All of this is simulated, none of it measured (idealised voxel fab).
A process module follows: voxel wiring stack.
In the cross-section labelled cut, the width is 270 nm and each square cell is 5 nm.
Heads up, the way a cross-section reads in here is a grid of square cells, handed over as bands from the top down, with every band being one or more rows of cells. Look at the band entry: it leads with the top's height and the bottom's height in nm. Then it lists the materials left to right, with a width in nm for each. The word "everywhere" on a single material says that material fills the band edge to edge. The word "air" is empty space. Beneath 0, the wafer as received is one material, and that level is where height counting begins. The lowest band goes on downward without a bottom; it is written like "top 0, no bottom". The expression "30->40" gives the width at the extremes of the band, the first number at its top row of cells and the second at its bottom row, with the width changing by equal amounts from each row to the next in between. No cell of the cross-section changed in a step that is given as "nothing different". "Fully closed voids": empty spaces of 8 cells or more with no open way to the top, each given as width x height at distance, distance from the left edge, all in nm. after a step's settings: what the simulator itself notes on the step. overlay nm: mask right of planned place by this much (step with mask). Neg. = left.

**Planned step list for the process**
| 1 | RECEIVE: material Si |
| 2 | CONFORMAL_DEP: material SiO2, thk nm 15 |
| 3 | CONFORMAL_DEP: material SiN, thk nm 5 |
| 4 | DIRECTIONAL_DEP: material SiO2, thk nm 20 |
| 5 | DIRECTIONAL_DEP: material aC, thk nm 10 |
| 6 | PATTERN: tone open, mask id METAL_1, material resist, width nm 30, pitch nm 55, thk nm 30, overlay nm 0 |
| 7 | DIRECTIONAL_ETCH: etch materials aC, depth nm 10 |
| 8 | STRIP: etch materials resist |
| 9 | DIRECTIONAL_ETCH: etch materials SiO2, depth nm 20 |
| 10 | DIRECTIONAL_ETCH: etch materials SiN, depth nm 5 |
| 11 | STRIP: etch materials aC |
| 12 | CONFORMAL_DEP: material TiN, thk nm 5 |
| 13 | FILL_DEP: material Cu, thk nm 10 |
| 14 | CMP: height nm 40 |
| 15 | CONFORMAL_DEP: material SiCN, thk nm 5 |
| 16 | DIRECTIONAL_DEP: material lowk, thk nm 25 |
| 17 | PATTERN: tone open, mask id METAL_2, material resist, width nm 30, pitch nm 55, thk nm 15, overlay nm 0 |
| 18 | DIRECTIONAL_ETCH: etch materials lowk, depth nm 15 |
| 19 | STRIP: etch materials resist |
| 20 | PATTERN: tone open, mask id METAL_2_HOLES, material resist, width nm 15, pitch nm 110, thk nm 15, overlay nm 0 |
| 21 | DIRECTIONAL_ETCH: etch materials lowk, depth nm 10 |
| 22 | DIRECTIONAL_ETCH: etch materials SiCN, depth nm 5 |
| 23 | STRIP: etch materials resist |
| 24 | CONFORMAL_DEP: material TiN, thk nm 5 |
| 25 | FILL_DEP: material Ru, thk nm 10 |
| 26 | CMP: height nm 70 |
| 27 | CONFORMAL_DEP: material SiN, thk nm 5 |

**Cross-sectional view of the wafer in its as-received condition, corresponding to the state after step 1**
	top 0, no bottom | Si everywhere
	Fully closed voids: none

**Starting structure and process plan are as shown above, but one mistake was made in running the module; the wafer cross-section at the end of the module follows**
	top 75, bottom 70 | SiN everywhere
	top 70, bottom 60 | lowk (65) / TiN (5) / Ru (20) / TiN (5) / lowk (25) / TiN (5) / Ru (20) / TiN (5) / lowk (25) / TiN (5) / Ru (20) / TiN (5) / lowk (65)
	top 60, bottom 55 | lowk (65) / TiN (5) / Ru (5) / TiN (20) / lowk (25) / TiN (30) / lowk (25) / TiN (5) / Ru (5) / TiN (20) / lowk (65)
	top 55, bottom 45 | lowk (65) / TiN (5) / Ru (5) / TiN (5) / lowk (95) / TiN (5) / Ru (5) / TiN (5) / lowk (80)
	top 45, bottom 40 | SiCN (65) / TiN (15) / SiCN (95) / TiN (15) / SiCN (80)
	top 40, bottom 20 | SiO2 (70) / TiN (5) / Cu (10) / TiN (5) / SiO2 (35) / TiN (5) / Cu (10) / TiN (5) / SiO2 (35) / TiN (5) / Cu (10) / TiN (5) / SiO2 (70)
	top 20, bottom 15 | SiN (70) / TiN (20) / SiN (35) / TiN (20) / SiN (35) / TiN (20) / SiN (70)
	top 15, bottom 0 | SiO2 everywhere
	top 0, no bottom | Si everywhere
	Fully closed voids: none
Which mistake was made when the wafer was run? step 6 did not use the planned setting and instead ran as PATTERN: tone open, mask id METAL_1, material resist, width nm 20, pitch nm 55, thk nm 30, overlay nm 0
